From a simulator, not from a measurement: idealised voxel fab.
Documented hereafter: the process module known as voxel ribs on slabs.
This is section cut - it's 175 nm across, gridded in 5 nm square cells.
Think of the cross-section as a grid of square cells. We describe it in bands, top to bottom, and each band covers one or more rows of those cells.
Basically the band line says how high the top is and how high the bottom is, in nm, and then what's in it from left to right, every material with its width in nm. Empty space shows up as "empty", and if a single material carries "everywhere" it runs the full band edge to edge.
Height datum 0, below which the as-received substrate wafer is one material. Lowest band open at the bottom, running downward: "top 0, no bottom".
Width: "30->40" (first number = top row, second number = bottom row, same change from row to row of cells).
The designation "remained unchanged", where it is given for a processing step, indicates that no cell of the cross-section was altered in the course of that step.
"Closed internal voids" means: voids of 8 cells or more that are shut off from the top with no open way through. Written width x height at distance, distance from the left edge, in nm.
Text after the settings on a step's line: the simulator's own remark on that step.
What "overlay nm" on a step's line means: if the step has a mask, that mask lay this far to the right of its planned place, or, when the value is negative, to the left.

### So here's the lineup of process steps we planned
1,RECEIVE (material Si)
2,DIRECTIONAL_DEP (material SiO2; thk nm 30)
3,DIRECTIONAL_DEP (material SiN; thk nm 15)
4,DIRECTIONAL_DEP (material aC; thk nm 15)
5,PATTERN (tone cover; mask id RIB; material resist; width nm 15; thk nm 35; overlay nm 0)
6,DIRECTIONAL_ETCH (etch materials aC; depth nm 15)
7,STRIP (etch materials resist)
8,DIRECTIONAL_ETCH (etch materials SiN; depth nm 5)
9,STRIP (etch materials aC)
10,DIRECTIONAL_DEP (material aC; thk nm 5)
11,PATTERN (tone cover; mask id SLAB; material resist; width nm 45; thk nm 35; overlay nm 0)
12,DIRECTIONAL_ETCH (etch materials aC; depth nm 15)
13,STRIP (etch materials resist)
14,DIRECTIONAL_ETCH (etch materials SiN; depth nm 10)
15,STRIP (etch materials aC)
16,FILL_DEP (material SiO2; thk nm 20)
17,CMP (height nm 55)
18,DIRECTIONAL_DEP (material W; thk nm 10)
19,DIRECTIONAL_DEP (material aC; thk nm 10)
20,PATTERN (tone cover; mask id HEATER; material resist; width nm 25; thk nm 30; overlay nm 0)
21,DIRECTIONAL_ETCH (etch materials aC; depth nm 10)
22,STRIP (etch materials resist)
23,DIRECTIONAL_ETCH (etch materials W; depth nm 10)
24,STRIP (etch materials aC)
25,CONFORMAL_DEP (material SiN; thk nm 10)
The plan's step 10 thk nm is the first wafer's value; the wafers differ in this setting and start identical.

### Incoming state of the first of several wafers in cross-section: after step 1
top 0, no bottom | Si everywhere
Closed internal voids: none

### Cross-section after step 25, the final step of the module, for the first of several wafers
top 75, bottom 65 | 65 empty; 45 SiN; 65 empty
top 65, bottom 55 | 75 SiN; 25 W; 75 SiN
top 55, bottom 45 | SiO2 everywhere
top 45, bottom 40 | 80 SiO2; 15 SiN; 80 SiO2
top 40, bottom 30 | 65 SiO2; 45 SiN; 65 SiO2
top 30, bottom 0 | SiO2 everywhere
top 0, no bottom | Si everywhere
Closed internal voids: none

### Cross-sectional depiction of the last of several wafers upon completion of the module
top 75, bottom 65 | 65 empty; 45 SiN; 65 empty
top 65, bottom 55 | 75 SiN; 25 W; 75 SiN
top 55, bottom 45 | SiO2 everywhere
top 45, bottom 40 | 80 SiO2; 15 SiN; 80 SiO2
top 40, bottom 30 | SiN everywhere
top 30, bottom 0 | SiO2 everywhere
top 0, no bottom | Si everywhere
Closed internal voids: none

### Heads up, this table goes wafer by wafer. A row tells you, at the end of the module, how many cells of each material that wafer has put on (+) or dropped (-) since it was received, and then its closed voids
thk nm 5; +99 SiN; +364 SiO2; +10 W; Closed internal voids: none
thk nm 10; +99 SiN; +364 SiO2; +10 W; Closed internal voids: none
thk nm 15; +99 SiN; +364 SiO2; +10 W; Closed internal voids: none
thk nm 20; +151 SiN; +312 SiO2; +10 W; Closed internal voids: none
thk nm 25; +151 SiN; +312 SiO2; +10 W; Closed internal voids: none
thk nm 30; +151 SiN; +312 SiO2; +10 W; Closed internal voids: none
